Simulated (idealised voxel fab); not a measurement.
Process module heading - voxel wiring stack
For reference, the cross-section in this document is cut, with width 295 nm and square cells of 5 nm.
Notation: cross-section as square-cell grid; stated in bands, top first, going down; one or more cell rows per band.
Heights first: top, then bottom, in nm. Then materials, left to right, each with a width in nm. "edge to edge" on a single material: fills the band edge to edge. "empty": empty space.
Height is counted from the level 0, under which the received wafer is composed throughout of one material. The lowest of the bands is not closed at the bottom but continues downward, in the notation "top 0, no bottom".
A width such as "30->40" changes by the same amount from each row of cells to the next, from the band's top row to its bottom row.
The cross-section has no changed cell in any step marked "no alterations made".
Fully enclosed voids: empty space of 8 cells or more with no open way to the top, each as width x height at its distance from the left edge, in nm
On each step's line, the part that comes after the settings is the simulator's own comment on the step.
A step's line can hold "overlay nm"; with a mask on that step, the setting says how far right of the planned place the mask lay, while a negative setting says it lay to the left.

BELOW IS THE LIST OF PLANNED PROCESS STEPS
| 1 | RECEIVE | material Si |
| 2 | CONFORMAL_DEP | material SiO2 | thk nm 10 |
| 3 | CONFORMAL_DEP | material SiCN | thk nm 5 |
| 4 | DIRECTIONAL_DEP | material lowk | thk nm 25 |
| 5 | PATTERN | tone open | mask id METAL_1 | material resist | width nm 25 | pitch nm 45 | thk nm 15 | overlay nm 0 |
| 6 | DIRECTIONAL_ETCH | etch materials lowk | depth nm 25 |
| 7 | DIRECTIONAL_ETCH | etch materials SiCN | depth nm 5 |
| 8 | STRIP | etch materials resist |
| 9 | CONFORMAL_DEP | material TiN | thk nm 5 |
| 10 | FILL_DEP | material Cu | thk nm 5 |
| 11 | CMP | height nm 40 |
| 12 | CONFORMAL_DEP | material SiCN | thk nm 5 |
| 13 | DIRECTIONAL_DEP | material lowk | thk nm 15 |
| 14 | DIRECTIONAL_DEP | material aC | thk nm 15 |
| 15 | PATTERN | tone open | mask id PLUG_1 | material resist | width nm 15 | thk nm 35 | overlay nm 0 |
| 16 | DIRECTIONAL_ETCH | etch materials aC | depth nm 15 |
| 17 | STRIP | etch materials resist |
| 18 | DIRECTIONAL_ETCH | etch materials lowk | depth nm 15 |
| 19 | DIRECTIONAL_ETCH | etch materials SiCN | depth nm 5 |
| 20 | STRIP | etch materials aC |
| 21 | EPI | material Ru | thk nm 10 |
| 22 | EPI | material Ru | thk nm 10 |
| 23 | CONFORMAL_DEP | material SiCN | thk nm 5 |
| 24 | DIRECTIONAL_DEP | material lowk | thk nm 15 |
| 25 | PATTERN | tone open | mask id METAL_2 | material resist | width nm 25 | pitch nm 45 | thk nm 20 | overlay nm 0 |
| 26 | DIRECTIONAL_ETCH | etch materials lowk | depth nm 15 |
| 27 | DIRECTIONAL_ETCH | etch materials SiCN | depth nm 5 |
| 28 | STRIP | etch materials resist |
| 29 | CONFORMAL_DEP | material TiN | thk nm 5 |
| 30 | FILL_DEP | material Ru | thk nm 5 |
| 31 | CMP | height nm 80 |
| 32 | CONFORMAL_DEP | material SiCN | thk nm 5 |
| 33 | DIRECTIONAL_DEP | material SiO2 | thk nm 20 |
| 34 | PATTERN | tone open | mask id PLUG_2 | material resist | width nm 15 | thk nm 20 | overlay nm 0 |
| 35 | DIRECTIONAL_ETCH | etch materials SiO2 | depth nm 20 |
| 36 | DIRECTIONAL_ETCH | etch materials SiCN | depth nm 5 |
| 37 | STRIP | etch materials resist |
| 38 | CONFORMAL_DEP | material TiN | thk nm 5 |
| 39 | FILL_DEP | material Cu | thk nm 5 |
| 40 | CMP | height nm 105 |
| 41 | DIRECTIONAL_DEP | material TiN | thk nm 5 |
| 42 | DIRECTIONAL_DEP | material Ru | thk nm 25 |
| 43 | DIRECTIONAL_DEP | material aC | thk nm 10 |
| 44 | PATTERN | tone cover | mask id METAL_3 | material resist | width nm 25 | pitch nm 45 | thk nm 25 | overlay nm 0 |
| 45 | DIRECTIONAL_ETCH | etch materials aC | depth nm 10 |
| 46 | STRIP | etch materials resist |
| 47 | DIRECTIONAL_ETCH | etch materials Ru | depth nm 25 |
| 48 | DIRECTIONAL_ETCH | etch materials TiN | depth nm 5 |
| 49 | STRIP | etch materials aC |
| 50 | CONFORMAL_DEP | material SiN | thk nm 5 |
| 51 | FILL_DEP | material SiO2 | thk nm 5 |
| 52 | CMP | height nm 135 |
| 53 | CONFORMAL_DEP | material SiN | thk nm 5 |

DELIVERED WAFER IN CROSS-SECTION: STATE AFTER STEP 1
top 0, no bottom  Si edge to edge
Fully enclosed voids: none

MODULE COMPLETE - CROSS-SECTION OF THE FIRST OF TWO WAFERS, RUN ACCORDING TO PLAN
top 140, bottom 135  SiN edge to edge
top 135, bottom 110  SiO2=105, SiN=5, Ru=25, SiN=5, SiO2=10, SiN=5, Ru=25, SiN=5, SiO2=110
top 110, bottom 105  SiN=110, TiN=25, SiN=20, TiN=25, SiN=115
top 105, bottom 85  SiO2=110, TiN=5, Cu=5, TiN=5, SiO2=170
top 85, bottom 80  SiCN=110, TiN=15, SiCN=170
top 80, bottom 65  lowk=110, TiN=5, Ru=15, TiN=5, lowk=20, TiN=5, Ru=15, TiN=5, lowk=115
top 65, bottom 60  SiCN=110, TiN=25, SiCN=20, TiN=25, SiCN=115
top 60, bottom 45  lowk=110, Ru=15, lowk=170
top 45, bottom 40  SiCN=110, Ru=15, SiCN=170
top 40, bottom 15  lowk=110, TiN=5, Cu=15, TiN=5, lowk=20, TiN=5, Cu=15, TiN=5, lowk=115
top 15, bottom 10  SiCN=110, TiN=25, SiCN=20, TiN=25, SiCN=115
top 10, bottom 0  SiO2 edge to edge
top 0, no bottom  Si edge to edge
Fully enclosed voids: none

WAFER TWO, SECTIONED AFTER THE MODULE: THE FIRST WAFER'S START, THE FIRST WAFER'S PLAN, AND ONE MISTAKE IN HOW IT WAS RUN
top 140, bottom 135  SiN edge to edge
top 135, bottom 110  SiO2=105, SiN=5, Ru=25, SiN=5, SiO2=10, SiN=5, Ru=25, SiN=5, SiO2=110
top 110, bottom 105  SiN=110, TiN=25, SiN=20, TiN=25, SiN=115
top 105, bottom 85  SiO2=110, TiN=5, Cu=5, TiN=5, SiO2=170
top 85, bottom 80  SiCN=110, TiN=15, SiCN=170
top 80, bottom 75  lowk=110, TiN=5, Ru=15, TiN=5, lowk=20, TiN=5, Ru=15, TiN=5, lowk=115
top 75, bottom 70  lowk=95, SiCN=15, TiN=25, SiCN=5, lowk=15, TiN=5, Ru=15, TiN=5, lowk=115
top 70, bottom 65  lowk=95, SiCN=5, Ru=35, SiCN=5, lowk=15, TiN=5, Ru=15, TiN=5, lowk=115
top 65, bottom 60  SiCN=100, Ru=35, SiCN=20, TiN=25, SiCN=115
top 60, bottom 45  lowk=110, Ru=15, lowk=170
top 45, bottom 40  SiCN=110, Ru=15, SiCN=170
top 40, bottom 15  lowk=110, TiN=5, Cu=15, TiN=5, lowk=20, TiN=5, Cu=15, TiN=5, lowk=115
top 15, bottom 10  SiCN=110, TiN=25, SiCN=20, TiN=25, SiCN=115
top 10, bottom 0  SiO2 edge to edge
top 0, no bottom  Si edge to edge
Fully enclosed voids: none
Short version of what went wrong: of the identical steps 21 and 22, one was run twice, which one not being known
Looking at both finished wafers in cells, the second ends up ahead of or behind the first on some materials: 8 more of Ru | 4 more of SiCN | 4 fewer of TiN | 8 fewer of lowk
